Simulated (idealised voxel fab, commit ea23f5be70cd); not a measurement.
The document below concerns the process module designated voxel quadruple lines.
The cross-section shown here is cut; it is 170 nm wide and divided into square cells measuring 5 nm on a side.
The cross-sections in this document take the form of a grid made of square cells. They are written out as bands, in order from top to bottom. Each band consists of one or more rows of cells. A band entry consists of two parts. The first gives the height of the band's top and the height of its bottom, in nm. The rest lists the band's materials from left to right, each with its width in nm. A single material labelled with the word "all across" fills the band from edge to edge, and the word "empty" marks empty space. A quick word on heights: they are counted from 0, and under that level the wafer as it came to us is one material throughout. The lowest band is different from the rest in having no bottom; it simply continues downward, written as in "z 0 and below". The expression "30 to 40" gives the width at the extremes of the band, the first number at its top row of cells and the second at its bottom row, with the width changing by equal amounts from each row to the next in between. No cell of the cross-section changed in a step that is given as "everything unchanged". Look at "Completely enclosed voids" for the closed voids: empty spaces with no open path to the top, sized 8 cells or up. Each is width x height at distance, distance from the left edge, all nm. Whatever follows a step's settings on its line is a remark the simulator itself makes about that step. overlay nm: where the mask lay relative to plan, measured to the right, on steps with a mask; negatives go left.

**So here's the lineup of process steps we planned**
1,RECEIVE with material Si
2,CONFORMAL_DEP with material Al2O3, thk nm 5
3,DIRECTIONAL_DEP with material W, thk nm 10
4,DIRECTIONAL_DEP with material polySi, thk nm 15
5,DIRECTIONAL_DEP with material aC, thk nm 25
6,PATTERN with tone cover, mask id MANDREL, material resist, width nm 30, thk nm 35, overlay nm 0
7,DIRECTIONAL_ETCH with etch materials aC, depth nm 25
8,STRIP with etch materials resist
9,CONFORMAL_DEP with material SiO2, thk nm 10
10,DIRECTIONAL_ETCH with etch materials SiO2, depth nm 10
11,STRIP with etch materials aC
12,DIRECTIONAL_ETCH with etch materials polySi, depth nm 15
13,STRIP with etch materials SiO2
14,CONFORMAL_DEP with material SiCN, thk nm 10
15,DIRECTIONAL_ETCH with etch materials SiCN, depth nm 10
16,STRIP with etch materials polySi
17,DIRECTIONAL_ETCH with etch materials W, depth nm 10
18,STRIP with etch materials SiCN
19,FILL_DEP with material lowk, thk nm 10
20,CMP with height nm 15

**Wafer at receipt (post step 1), cross-section**
> z 0 and below  Si all across
> Completely enclosed voids: none

**Post-module cross-section of the first of two wafers (run per plan)**
> z 15 to 5  50 lowk  10 W  10 lowk  10 W  10 lowk  10 W  10 lowk  10 W  50 lowk
> z 5 to 0  Al2O3 all across
> z 0 and below  Si all across
> Completely enclosed voids: none

**Here is the second of the two wafers cut open at the end of the module - same start, same plan as the first one, but we made one mistake running it**
> z 15 to 5  55 lowk  10 W  10 lowk  10 W  5 lowk  10 W  10 lowk  10 W  50 lowk
> z 5 to 0  Al2O3 all across
> z 0 and below  Si all across
> Completely enclosed voids: none
Processing error: step 6 deviated from plan and actually ran as PATTERN with tone cover, mask id MANDREL, material resist, width nm 25, thk nm 35, overlay nm 0
Same inventory, different map: at the end, the second wafer holds as many cells of each material as the first, placed elsewhere.
